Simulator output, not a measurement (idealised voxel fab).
The document below concerns the process module designated voxel wiring stack.
The cross-section shown here is cut; it is 220 nm wide and divided into square cells measuring 5 nm on a side.
Reading order for cross-sections: top band down to bottom band. Underlying form: a grid of square cells. Band size: one or more rows of cells.
Heights first: top, then bottom, in nm. Then materials, left to right, each with a width in nm. "full width" on a single material: fills the band edge to edge. "empty": empty space.
Ref level 0: as-received wafer is one material below here. Bottom band extends down with no lower bound ("0 down").
Note: "30 to 40" means the width goes from the first number (top row of the band) to the second number (bottom row) in equal steps per row of cells.
It should be understood that the words "no alteration", when stated for a given step, signify that the cross-section underwent no change in any of its cells during that step.
"Sealed internal cavities" enumerates empty spaces isolated from the top, with no open way to it, that contain at least 8 cells, giving each as width x height at distance from the left edge, all three in nm.
Step line, after settings: the simulator's comment on this step.
overlay nm: mask right of planned place by this much (step with mask). Neg. = left.

[These are the steps we planned for the process]
1,RECEIVE (material Si)
2,CONFORMAL_DEP (material SiO2; thk nm 10)
3,DIRECTIONAL_DEP (material TiN; thk nm 5)
4,DIRECTIONAL_DEP (material Ru; thk nm 20)
5,DIRECTIONAL_DEP (material aC; thk nm 10)
6,PATTERN (tone cover; mask id METAL_1; material resist; width nm 30; pitch nm 45; thk nm 30; overlay nm 0)
7,DIRECTIONAL_ETCH (etch materials aC; depth nm 10)
8,STRIP (etch materials resist)
9,DIRECTIONAL_ETCH (etch materials Ru; depth nm 20)
10,DIRECTIONAL_ETCH (etch materials TiN; depth nm 5)
11,STRIP (etch materials aC)
12,CONFORMAL_DEP (material SiCN; thk nm 5)
13,FILL_DEP (material SiO2; thk nm 5)
14,CMP (height nm 35)
15,CONFORMAL_DEP (material SiCN; thk nm 5)
16,DIRECTIONAL_DEP (material lowk; thk nm 30)
17,DIRECTIONAL_DEP (material aC; thk nm 10)
18,PATTERN (tone open; mask id METAL_2_HOLES; material resist; width nm 15; thk nm 25; overlay nm 0)
19,DIRECTIONAL_ETCH (etch materials aC; depth nm 10)
20,STRIP (etch materials resist)
21,DIRECTIONAL_ETCH (etch materials lowk; depth nm 30)
22,STRIP (etch materials aC)
23,MASKED_ETCH (tone open; mask id METAL_2; width nm 30; pitch nm 45; etch materials lowk; depth nm 15; overlay nm 0)
24,MASKED_ETCH (tone open; mask id METAL_2; width nm 30; pitch nm 45; etch materials SiCN; depth nm 5; overlay nm 0)
25,CONFORMAL_DEP (material TiN; thk nm 5)
26,FILL_DEP (material Ru; thk nm 10)
27,CMP (height nm 70)
28,CONFORMAL_DEP (material SiCN; thk nm 5)
29,DIRECTIONAL_DEP (material lowk; thk nm 10)
30,PATTERN (tone open; mask id PLUG_2; material resist; width nm 15; thk nm 20; overlay nm 0)
31,DIRECTIONAL_ETCH (etch materials lowk; depth nm 10)
32,DIRECTIONAL_ETCH (etch materials SiCN; depth nm 5)
33,STRIP (etch materials resist)
34,CONFORMAL_DEP (material TiN; thk nm 5)
35,FILL_DEP (material W; thk nm 5)
36,CMP (height nm 85)
37,CONFORMAL_DEP (material SiCN; thk nm 5)
38,DIRECTIONAL_DEP (material SiO2; thk nm 15)
39,PATTERN (tone open; mask id METAL_3; material resist; width nm 30; pitch nm 45; thk nm 15; overlay nm 0)
40,DIRECTIONAL_ETCH (etch materials SiO2; depth nm 15)
41,DIRECTIONAL_ETCH (etch materials SiCN; depth nm 5)
42,STRIP (etch materials resist)
43,CONFORMAL_DEP (material TiN; thk nm 5)
44,FILL_DEP (material Ru; thk nm 5)
45,CMP (height nm 105)
46,EPI (material Ru; thk nm 5)
47,FILL_DEP (material SiCN; thk nm 5)

[First wafer, two in total, run as planned]

[Shown in cross-section is the wafer as received, that is, as it stands after step 1]
> 0 down  Si full width
> Sealed internal cavities: none

[Wafer xsec, post step 2]
> 10 to 0  SiO2 full width
> Anything lower than 0 is untouched.

[Wafer xsec, post step 3]
> 15 to 10  TiN full width
> Anything lower than 10 is untouched.

[Wafer xsec, post step 4]
> 35 to 15  Ru full width
> Anything lower than 15 is untouched.

[Wafer xsec, post step 5]
> 45 to 35  aC full width
> Anything lower than 35 is untouched.

[Wafer xsec, post step 6]
> 75 to 45  empty (70) | resist (30) | empty (15) | resist (30) | empty (75)
> Anything lower than 45 is untouched.

[Wafer xsec, post step 7]
> 65 to 45  empty (70) | resist (30) | empty (15) | resist (30) | empty (75)
> 45 to 35  empty (70) | aC (30) | empty (15) | aC (30) | empty (75)
> Anything lower than 35 is untouched.

[Wafer xsec, post step 8]
> 45 to 35  empty (70) | aC (30) | empty (15) | aC (30) | empty (75)
> Anything lower than 35 is untouched.

[Wafer xsec, post step 9]
> 45 to 35  empty (70) | aC (30) | empty (15) | aC (30) | empty (75)
> 35 to 15  empty (70) | Ru (30) | empty (15) | Ru (30) | empty (75)
> Anything lower than 15 is untouched.

[Wafer xsec, post step 10]
> 45 to 35  empty (70) | aC (30) | empty (15) | aC (30) | empty (75)
> 35 to 15  empty (70) | Ru (30) | empty (15) | Ru (30) | empty (75)
> 15 to 10  empty (70) | TiN (30) | empty (15) | TiN (30) | empty (75)
> Anything lower than 10 is untouched.

[Wafer xsec, post step 11]
> 35 to 15  empty (70) | Ru (30) | empty (15) | Ru (30) | empty (75)
> Anything lower than 15 is untouched.

[Wafer xsec, post step 12]
> 40 to 35  empty (65) | SiCN (40) | empty (5) | SiCN (40) | empty (70)
> 35 to 15  empty (65) | SiCN (5) | Ru (30) | SiCN (5) | empty (5) | SiCN (5) | Ru (30) | SiCN (5) | empty (70)
> 15 to 10  SiCN (70) | TiN (30) | SiCN (15) | TiN (30) | SiCN (75)
> Anything lower than 10 is untouched.

[Wafer xsec, post step 13]
> 45 to 40  SiO2 full width
> 40 to 35  SiO2 (65) | SiCN (40) | SiO2 (5) | SiCN (40) | SiO2 (70)
> 35 to 15  SiO2 (65) | SiCN (5) | Ru (30) | SiCN (5) | SiO2 (5) | SiCN (5) | Ru (30) | SiCN (5) | SiO2 (70)
> Anything lower than 15 is untouched.

[Wafer xsec, post step 14]
> 35 to 15  SiO2 (65) | SiCN (5) | Ru (30) | SiCN (5) | SiO2 (5) | SiCN (5) | Ru (30) | SiCN (5) | SiO2 (70)
> Anything lower than 15 is untouched.

[Wafer xsec, post step 15]
> 40 to 35  SiCN full width
> Anything lower than 35 is untouched.

[Wafer xsec, post step 16]
> 70 to 40  lowk full width
> Anything lower than 40 is untouched.

[Wafer xsec, post step 17]
> 80 to 70  aC full width
> Anything lower than 70 is untouched.

[Wafer xsec, post step 18]
> 105 to 80  resist (70) | empty (15) | resist (135)
> Anything lower than 80 is untouched.

[Wafer xsec, post step 19]
> 95 to 80  resist (70) | empty (15) | resist (135)
> 80 to 70  aC (70) | empty (15) | aC (135)
> Anything lower than 70 is untouched.

[Wafer xsec, post step 20]
> 80 to 70  aC (70) | empty (15) | aC (135)
> Anything lower than 70 is untouched.

[Wafer xsec, post step 21]
> 80 to 70  aC (70) | empty (15) | aC (135)
> 70 to 40  lowk (70) | empty (15) | lowk (135)
> Anything lower than 40 is untouched.

[Wafer xsec, post step 22]
> 70 to 40  lowk (70) | empty (15) | lowk (135)
> Anything lower than 40 is untouched.

[Wafer xsec, post step 23]
> 70 to 55  lowk (70) | empty (30) | lowk (15) | empty (30) | lowk (75)
> Anything lower than 55 is untouched.

[Wafer xsec, post step 24]
> 70 to 55  lowk (70) | empty (30) | lowk (15) | empty (30) | lowk (75)
> 55 to 40  lowk (70) | empty (15) | lowk (135)
> 40 to 35  SiCN (70) | empty (15) | SiCN (135)
> Anything lower than 35 is untouched.

[Wafer xsec, post step 25]
> 75 to 70  TiN (75) | empty (20) | TiN (25) | empty (20) | TiN (80)
> 70 to 60  lowk (70) | TiN (5) | empty (20) | TiN (5) | lowk (15) | TiN (5) | empty (20) | TiN (5) | lowk (75)
> 60 to 55  lowk (70) | TiN (5) | empty (5) | TiN (20) | lowk (15) | TiN (30) | lowk (75)
> 55 to 40  lowk (70) | TiN (5) | empty (5) | TiN (5) | lowk (135)
> 40 to 35  SiCN (70) | TiN (15) | SiCN (135)
> Anything lower than 35 is untouched.

[Wafer xsec, post step 26]
> 85 to 75  Ru full width
> 75 to 70  TiN (75) | Ru (20) | TiN (25) | Ru (20) | TiN (80)
> 70 to 60  lowk (70) | TiN (5) | Ru (20) | TiN (5) | lowk (15) | TiN (5) | Ru (20) | TiN (5) | lowk (75)
> 60 to 55  lowk (70) | TiN (5) | Ru (5) | TiN (20) | lowk (15) | TiN (30) | lowk (75)
> 55 to 40  lowk (70) | TiN (5) | Ru (5) | TiN (5) | lowk (135)
> Anything lower than 40 is untouched.

[Wafer xsec, post step 27]
> 70 to 60  lowk (70) | TiN (5) | Ru (20) | TiN (5) | lowk (15) | TiN (5) | Ru (20) | TiN (5) | lowk (75)
> Anything lower than 60 is untouched.

[Wafer xsec, post step 28]
> 75 to 70  SiCN full width
> Anything lower than 70 is untouched.

[Wafer xsec, post step 29]
> 85 to 75  lowk full width
> Anything lower than 75 is untouched.

[Wafer xsec, post step 30]
> 105 to 85  resist (70) | empty (15) | resist (135)
> Anything lower than 85 is untouched.

[Wafer xsec, post step 31]
> 105 to 85  resist (70) | empty (15) | resist (135)
> 85 to 75  lowk (70) | empty (15) | lowk (135)
> Anything lower than 75 is untouched.

[Wafer xsec, post step 32]
> 105 to 85  resist (70) | empty (15) | resist (135)
> 85 to 75  lowk (70) | empty (15) | lowk (135)
> 75 to 70  SiCN (70) | empty (15) | SiCN (135)
> Anything lower than 70 is untouched.

[Wafer xsec, post step 33]
> 85 to 75  lowk (70) | empty (15) | lowk (135)
> Anything lower than 75 is untouched.

[Wafer xsec, post step 34]
> 90 to 85  TiN (75) | empty (5) | TiN (140)
> 85 to 75  lowk (70) | TiN (5) | empty (5) | TiN (5) | lowk (135)
> 75 to 70  SiCN (70) | TiN (15) | SiCN (135)
> Anything lower than 70 is untouched.

[Wafer xsec, post step 35]
> 95 to 90  W full width
> 90 to 85  TiN (75) | W (5) | TiN (140)
> 85 to 75  lowk (70) | TiN (5) | W (5) | TiN (5) | lowk (135)
> Anything lower than 75 is untouched.

[Wafer xsec, post step 36]
> 85 to 75  lowk (70) | TiN (5) | W (5) | TiN (5) | lowk (135)
> Anything lower than 75 is untouched.

[Wafer xsec, post step 37]
> 90 to 85  SiCN full width
> Anything lower than 85 is untouched.

[Wafer xsec, post step 38]
> 105 to 90  SiO2 full width
> Anything lower than 90 is untouched.

[Wafer xsec, post step 39]
> 120 to 105  resist (70) | empty (30) | resist (15) | empty (30) | resist (75)
> Anything lower than 105 is untouched.

[Wafer xsec, post step 40]
> 120 to 105  resist (70) | empty (30) | resist (15) | empty (30) | resist (75)
> 105 to 90  SiO2 (70) | empty (30) | SiO2 (15) | empty (30) | SiO2 (75)
> Anything lower than 90 is untouched.

[Wafer xsec, post step 41]
> 120 to 105  resist (70) | empty (30) | resist (15) | empty (30) | resist (75)
> 105 to 90  SiO2 (70) | empty (30) | SiO2 (15) | empty (30) | SiO2 (75)
> 90 to 85  SiCN (70) | empty (30) | SiCN (15) | empty (30) | SiCN (75)
> Anything lower than 85 is untouched.

[Wafer xsec, post step 42]
> 105 to 90  SiO2 (70) | empty (30) | SiO2 (15) | empty (30) | SiO2 (75)
> Anything lower than 90 is untouched.

[Wafer xsec, post step 43]
> 110 to 105  TiN (75) | empty (20) | TiN (25) | empty (20) | TiN (80)
> 105 to 90  SiO2 (70) | TiN (5) | empty (20) | TiN (5) | SiO2 (15) | TiN (5) | empty (20) | TiN (5) | SiO2 (75)
> 90 to 85  SiCN (70) | TiN (30) | SiCN (15) | TiN (30) | SiCN (75)
> Anything lower than 85 is untouched.

[Wafer xsec, post step 44]
> 115 to 110  Ru full width
> 110 to 105  TiN (75) | Ru (20) | TiN (25) | Ru (20) | TiN (80)
> 105 to 90  SiO2 (70) | TiN (5) | Ru (20) | TiN (5) | SiO2 (15) | TiN (5) | Ru (20) | TiN (5) | SiO2 (75)
> Anything lower than 90 is untouched.

[Wafer xsec, post step 45]
> 105 to 90  SiO2 (70) | TiN (5) | Ru (20) | TiN (5) | SiO2 (15) | TiN (5) | Ru (20) | TiN (5) | SiO2 (75)
> Anything lower than 90 is untouched.

[Wafer xsec, post step 46]
> 110 to 105  empty (65) | Ru (40) | empty (5) | Ru (40) | empty (70)
> Anything lower than 105 is untouched.

[Wafer xsec, post step 47]
> 115 to 110  SiCN full width
> 110 to 105  SiCN (65) | Ru (40) | SiCN (5) | Ru (40) | SiCN (70)
> Anything lower than 105 is untouched.

[For the second wafer, take the first wafer's start and plan, then add one mistake made in running it; everything through step 29, that step included, is shared with the first]

[What the second wafer looks like in cross-section when step 30 should have wrapped up]
> 105 to 85  empty (70) | resist (15) | empty (135)
> Anything lower than 85 is untouched.

[What the second wafer looks like in cross-section when step 31 should have wrapped up]
> 105 to 85  empty (70) | resist (15) | empty (135)
> 85 to 75  empty (70) | lowk (15) | empty (135)
> Anything lower than 75 is untouched.

[What the second wafer looks like in cross-section when step 32 should have wrapped up]
> 105 to 85  empty (70) | resist (15) | empty (135)
> 85 to 75  empty (70) | lowk (15) | empty (135)
> 75 to 70  empty (70) | SiCN (15) | empty (135)
> Anything lower than 70 is untouched.

[What the second wafer looks like in cross-section when step 33 should have wrapped up]
> 85 to 75  empty (70) | lowk (15) | empty (135)
> Anything lower than 75 is untouched.

[What the second wafer looks like in cross-section when step 34 should have wrapped up]
> 90 to 85  empty (65) | TiN (25) | empty (130)
> 85 to 75  empty (65) | TiN (5) | lowk (15) | TiN (5) | empty (130)
> 75 to 70  TiN (70) | SiCN (15) | TiN (135)
> Anything lower than 70 is untouched.

[What the second wafer looks like in cross-section when step 35 should have wrapped up]
> 95 to 90  W full width
> 90 to 85  W (65) | TiN (25) | W (130)
> 85 to 75  W (65) | TiN (5) | lowk (15) | TiN (5) | W (130)
> Anything lower than 75 is untouched.

[What the second wafer looks like in cross-section when step 36 should have wrapped up]
> 85 to 75  W (65) | TiN (5) | lowk (15) | TiN (5) | W (130)
> Anything lower than 75 is untouched.

[What the second wafer looks like in cross-section when step 37 should have wrapped up]
> 90 to 85  SiCN full width
> Anything lower than 85 is untouched.

[What the second wafer looks like in cross-section when step 38 should have wrapped up]
> 105 to 90  SiO2 full width
> Anything lower than 90 is untouched.

[What the second wafer looks like in cross-section when step 39 should have wrapped up]
> 120 to 105  resist (70) | empty (30) | resist (15) | empty (30) | resist (75)
> Anything lower than 105 is untouched.

[What the second wafer looks like in cross-section when step 40 should have wrapped up]
> 120 to 105  resist (70) | empty (30) | resist (15) | empty (30) | resist (75)
> 105 to 90  SiO2 (70) | empty (30) | SiO2 (15) | empty (30) | SiO2 (75)
> Anything lower than 90 is untouched.

[What the second wafer looks like in cross-section when step 41 should have wrapped up]
> 120 to 105  resist (70) | empty (30) | resist (15) | empty (30) | resist (75)
> 105 to 90  SiO2 (70) | empty (30) | SiO2 (15) | empty (30) | SiO2 (75)
> 90 to 85  SiCN (70) | empty (30) | SiCN (15) | empty (30) | SiCN (75)
> Anything lower than 85 is untouched.

[What the second wafer looks like in cross-section when step 42 should have wrapped up]
> 105 to 90  SiO2 (70) | empty (30) | SiO2 (15) | empty (30) | SiO2 (75)
> Anything lower than 90 is untouched.

[What the second wafer looks like in cross-section when step 43 should have wrapped up]
> 110 to 105  TiN (75) | empty (20) | TiN (25) | empty (20) | TiN (80)
> 105 to 90  SiO2 (70) | TiN (5) | empty (20) | TiN (5) | SiO2 (15) | TiN (5) | empty (20) | TiN (5) | SiO2 (75)
> 90 to 85  SiCN (70) | TiN (30) | SiCN (15) | TiN (30) | SiCN (75)
> Anything lower than 85 is untouched.

[What the second wafer looks like in cross-section when step 44 should have wrapped up]
> 115 to 110  Ru full width
> 110 to 105  TiN (75) | Ru (20) | TiN (25) | Ru (20) | TiN (80)
> 105 to 90  SiO2 (70) | TiN (5) | Ru (20) | TiN (5) | SiO2 (15) | TiN (5) | Ru (20) | TiN (5) | SiO2 (75)
> Anything lower than 90 is untouched.

[What the second wafer looks like in cross-section when step 45 should have wrapped up]
> 105 to 90  SiO2 (70) | TiN (5) | Ru (20) | TiN (5) | SiO2 (15) | TiN (5) | Ru (20) | TiN (5) | SiO2 (75)
> Anything lower than 90 is untouched.

[What the second wafer looks like in cross-section when step 46 should have wrapped up]
> 110 to 105  empty (65) | Ru (40) | empty (5) | Ru (40) | empty (70)
> Anything lower than 105 is untouched.

[What the second wafer looks like in cross-section when step 47 should have wrapped up]
> 115 to 110  SiCN full width
> 110 to 105  SiCN (65) | Ru (40) | SiCN (5) | Ru (40) | SiCN (70)
> Anything lower than 105 is untouched.
Finding, execution versus plan: step 30 did not use the planned setting and instead ran as PATTERN (tone cover; mask id PLUG_2; material resist; width nm 15; thk nm 20; overlay nm 0)
Heads up, by the end the second wafer has more or fewer cells of some materials compared to the first: 38 fewer of SiCN, 38 more of TiN, 76 more of W, 76 fewer of lowk
